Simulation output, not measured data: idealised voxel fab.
Name of the process module below: voxel trench capacitor
The width of the displayed cross-section, cut, is 255 nm; its cells are square, with a size of 5 nm.
We lay out every cross-section as a grid of square cells and spell it out in bands from the top down, where one band means one or more rows of cells. This entry defines a band. It first specifies the height of the band's top and the height of its bottom in nm, and then specifies the band's materials from left to right, stating each material with its width in nm. The word "throughout" identifies a single material that fills the band from edge to edge, while the word "empty" identifies empty space. Measure heights from 0. That's the level where, below it, the as-received wafer is all one material. The lowest band is bottomless and extends downward; write it as in "0 down". When a width is written as two numbers, as in "30 to 40", the first number is the width in the top row of cells of the band and the second is the width in its bottom row, and the width changes by the same amount from each row to the next. You'll sometimes find "identical to before" written for a step, and that's the way of saying that nowhere in the cross-section did a cell change during that step. The list in "Closed void register" covers empty spaces of 8 cells or more that cannot reach the top through any open way, and it gives each as width x height at distance; the distance is from the left edge, and width, height and distance are in nm. Text after the settings on a step's line: the simulator's own remark on that step. The setting "overlay nm" may be written on the line of a step. When the step uses a mask, the value reports how far to the right of the planned place the mask lay, and a negative value reports that it lay to the left.
[Process steps foreseen in the plan]
| 1 | RECEIVE, material Si |
| 2 | CONFORMAL_DEP, material SiN, thk nm 5 |
| 3 | PATTERN, tone open, mask id TRENCH, material resist, width nm 25, pitch nm 40, thk nm 20, overlay nm 0 |
| 4 | DIRECTIONAL_ETCH, etch materials SiN, depth nm 5 |
| 5 | DIRECTIONAL_ETCH, etch materials Si, depth nm 30 |
| 6 | STRIP, etch materials resist |
| 7 | CONFORMAL_DEP, material HfO2, thk nm 5 |
| 8 | CONFORMAL_DEP, material TiN, thk nm 5 |
| 9 | FILL_DEP, material W, thk nm 5 |
| 10 | CMP, height nm 5 |
[So, the first of our two wafers, run just as we planned it]
[Cross-section, incoming material, after step 1]
  0 down | Si throughout
  Closed void register: none
[Cross-section: wafer state after step 2]
  5 to 0 | SiN throughout
  below 0: unchanged
[Cross-section: wafer state after step 3]
  25 to 5 | resist 95 nm / empty 25 nm / resist 15 nm / empty 25 nm / resist 95 nm
  below 5: unchanged
[Cross-section: wafer state after step 4]
  25 to 5 | resist 95 nm / empty 25 nm / resist 15 nm / empty 25 nm / resist 95 nm
  5 to 0 | SiN 95 nm / empty 25 nm / SiN 15 nm / empty 25 nm / SiN 95 nm
  below 0: unchanged
[Cross-section: wafer state after step 5]
  25 to 5 | resist 95 nm / empty 25 nm / resist 15 nm / empty 25 nm / resist 95 nm
  5 to 0 | SiN 95 nm / empty 25 nm / SiN 15 nm / empty 25 nm / SiN 95 nm
  0 to -30 | Si 95 nm / empty 25 nm / Si 15 nm / empty 25 nm / Si 95 nm
  below -30: unchanged
[Cross-section: wafer state after step 6]
  5 to 0 | SiN 95 nm / empty 25 nm / SiN 15 nm / empty 25 nm / SiN 95 nm
  below 0: unchanged
[Cross-section: wafer state after step 7]
  10 to 5 | HfO2 100 nm / empty 15 nm / HfO2 25 nm / empty 15 nm / HfO2 100 nm
  5 to 0 | SiN 95 nm / HfO2 5 nm / empty 15 nm / HfO2 5 nm / SiN 15 nm / HfO2 5 nm / empty 15 nm / HfO2 5 nm / SiN 95 nm
  0 to -25 | Si 95 nm / HfO2 5 nm / empty 15 nm / HfO2 5 nm / Si 15 nm / HfO2 5 nm / empty 15 nm / HfO2 5 nm / Si 95 nm
  -25 to -30 | Si 95 nm / HfO2 25 nm / Si 15 nm / HfO2 25 nm / Si 95 nm
  below -30: unchanged
[Cross-section: wafer state after step 8]
  15 to 10 | TiN 105 nm / empty 5 nm / TiN 35 nm / empty 5 nm / TiN 105 nm
  10 to 5 | HfO2 100 nm / TiN 5 nm / empty 5 nm / TiN 5 nm / HfO2 25 nm / TiN 5 nm / empty 5 nm / TiN 5 nm / HfO2 100 nm
  5 to 0 | SiN 95 nm / HfO2 5 nm / TiN 5 nm / empty 5 nm / TiN 5 nm / HfO2 5 nm / SiN 15 nm / HfO2 5 nm / TiN 5 nm / empty 5 nm / TiN 5 nm / HfO2 5 nm / SiN 95 nm
  0 to -20 | Si 95 nm / HfO2 5 nm / TiN 5 nm / empty 5 nm / TiN 5 nm / HfO2 5 nm / Si 15 nm / HfO2 5 nm / TiN 5 nm / empty 5 nm / TiN 5 nm / HfO2 5 nm / Si 95 nm
  -20 to -25 | Si 95 nm / HfO2 5 nm / TiN 15 nm / HfO2 5 nm / Si 15 nm / HfO2 5 nm / TiN 15 nm / HfO2 5 nm / Si 95 nm
  below -25: unchanged
[Cross-section: wafer state after step 9]
  20 to 15 | W throughout
  15 to 10 | TiN 105 nm / W 5 nm / TiN 35 nm / W 5 nm / TiN 105 nm
  10 to 5 | HfO2 100 nm / TiN 5 nm / W 5 nm / TiN 5 nm / HfO2 25 nm / TiN 5 nm / W 5 nm / TiN 5 nm / HfO2 100 nm
  5 to 0 | SiN 95 nm / HfO2 5 nm / TiN 5 nm / W 5 nm / TiN 5 nm / HfO2 5 nm / SiN 15 nm / HfO2 5 nm / TiN 5 nm / W 5 nm / TiN 5 nm / HfO2 5 nm / SiN 95 nm
  0 to -20 | Si 95 nm / HfO2 5 nm / TiN 5 nm / W 5 nm / TiN 5 nm / HfO2 5 nm / Si 15 nm / HfO2 5 nm / TiN 5 nm / W 5 nm / TiN 5 nm / HfO2 5 nm / Si 95 nm
  below -20: unchanged
[Cross-section: wafer state after step 10]
  5 to 0 | SiN 95 nm / HfO2 5 nm / TiN 5 nm / W 5 nm / TiN 5 nm / HfO2 5 nm / SiN 15 nm / HfO2 5 nm / TiN 5 nm / W 5 nm / TiN 5 nm / HfO2 5 nm / SiN 95 nm
  below 0: unchanged
[Here the second wafer is described. Its start and its plan were those of the first wafer. Its run contained one mistake. Up to and including step 4, it did exactly what the first wafer did]
[Cross-section of the second wafer at the time by which step 5 should have been completed according to the plan]
  25 to 5 | resist 95 nm / empty 25 nm / resist 15 nm / empty 25 nm / resist 95 nm
  5 to 0 | SiN 95 nm / empty 25 nm / SiN 15 nm / empty 25 nm / SiN 95 nm
  0 to -35 | Si 95 nm / empty 25 nm / Si 15 nm / empty 25 nm / Si 95 nm
  below -35: unchanged
[Cross-section of the second wafer at the time by which step 6 should have been completed according to the plan]
  5 to 0 | SiN 95 nm / empty 25 nm / SiN 15 nm / empty 25 nm / SiN 95 nm
  below 0: unchanged
[Cross-section of the second wafer at the time by which step 7 should have been completed according to the plan]
  10 to 5 | HfO2 100 nm / empty 15 nm / HfO2 25 nm / empty 15 nm / HfO2 100 nm
  5 to 0 | SiN 95 nm / HfO2 5 nm / empty 15 nm / HfO2 5 nm / SiN 15 nm / HfO2 5 nm / empty 15 nm / HfO2 5 nm / SiN 95 nm
  0 to -30 | Si 95 nm / HfO2 5 nm / empty 15 nm / HfO2 5 nm / Si 15 nm / HfO2 5 nm / empty 15 nm / HfO2 5 nm / Si 95 nm
  -30 to -35 | Si 95 nm / HfO2 25 nm / Si 15 nm / HfO2 25 nm / Si 95 nm
  below -35: unchanged
[Cross-section of the second wafer at the time by which step 8 should have been completed according to the plan]
  15 to 10 | TiN 105 nm / empty 5 nm / TiN 35 nm / empty 5 nm / TiN 105 nm
  10 to 5 | HfO2 100 nm / TiN 5 nm / empty 5 nm / TiN 5 nm / HfO2 25 nm / TiN 5 nm / empty 5 nm / TiN 5 nm / HfO2 100 nm
  5 to 0 | SiN 95 nm / HfO2 5 nm / TiN 5 nm / empty 5 nm / TiN 5 nm / HfO2 5 nm / SiN 15 nm / HfO2 5 nm / TiN 5 nm / empty 5 nm / TiN 5 nm / HfO2 5 nm / SiN 95 nm
  0 to -25 | Si 95 nm / HfO2 5 nm / TiN 5 nm / empty 5 nm / TiN 5 nm / HfO2 5 nm / Si 15 nm / HfO2 5 nm / TiN 5 nm / empty 5 nm / TiN 5 nm / HfO2 5 nm / Si 95 nm
  -25 to -30 | Si 95 nm / HfO2 5 nm / TiN 15 nm / HfO2 5 nm / Si 15 nm / HfO2 5 nm / TiN 15 nm / HfO2 5 nm / Si 95 nm
  below -30: unchanged
[Cross-section of the second wafer at the time by which step 9 should have been completed according to the plan]
  20 to 15 | W throughout
  15 to 10 | TiN 105 nm / W 5 nm / TiN 35 nm / W 5 nm / TiN 105 nm
  10 to 5 | HfO2 100 nm / TiN 5 nm / W 5 nm / TiN 5 nm / HfO2 25 nm / TiN 5 nm / W 5 nm / TiN 5 nm / HfO2 100 nm
  5 to 0 | SiN 95 nm / HfO2 5 nm / TiN 5 nm / W 5 nm / TiN 5 nm / HfO2 5 nm / SiN 15 nm / HfO2 5 nm / TiN 5 nm / W 5 nm / TiN 5 nm / HfO2 5 nm / SiN 95 nm
  0 to -25 | Si 95 nm / HfO2 5 nm / TiN 5 nm / W 5 nm / TiN 5 nm / HfO2 5 nm / Si 15 nm / HfO2 5 nm / TiN 5 nm / W 5 nm / TiN 5 nm / HfO2 5 nm / Si 95 nm
  below -25: unchanged
[Cross-section of the second wafer at the time by which step 10 should have been completed according to the plan]
  5 to 0 | SiN 95 nm / HfO2 5 nm / TiN 5 nm / W 5 nm / TiN 5 nm / HfO2 5 nm / SiN 15 nm / HfO2 5 nm / TiN 5 nm / W 5 nm / TiN 5 nm / HfO2 5 nm / SiN 95 nm
  below 0: unchanged
What went wrong in running the wafer? off-plan run, step 5, actual operation and settings DIRECTIONAL_ETCH, etch materials Si, depth nm 35
In the final state, the cell counts of the second wafer exceed or fall short of those of the first for the following materials: HfO2 +4; Si -10; TiN +4; W +2
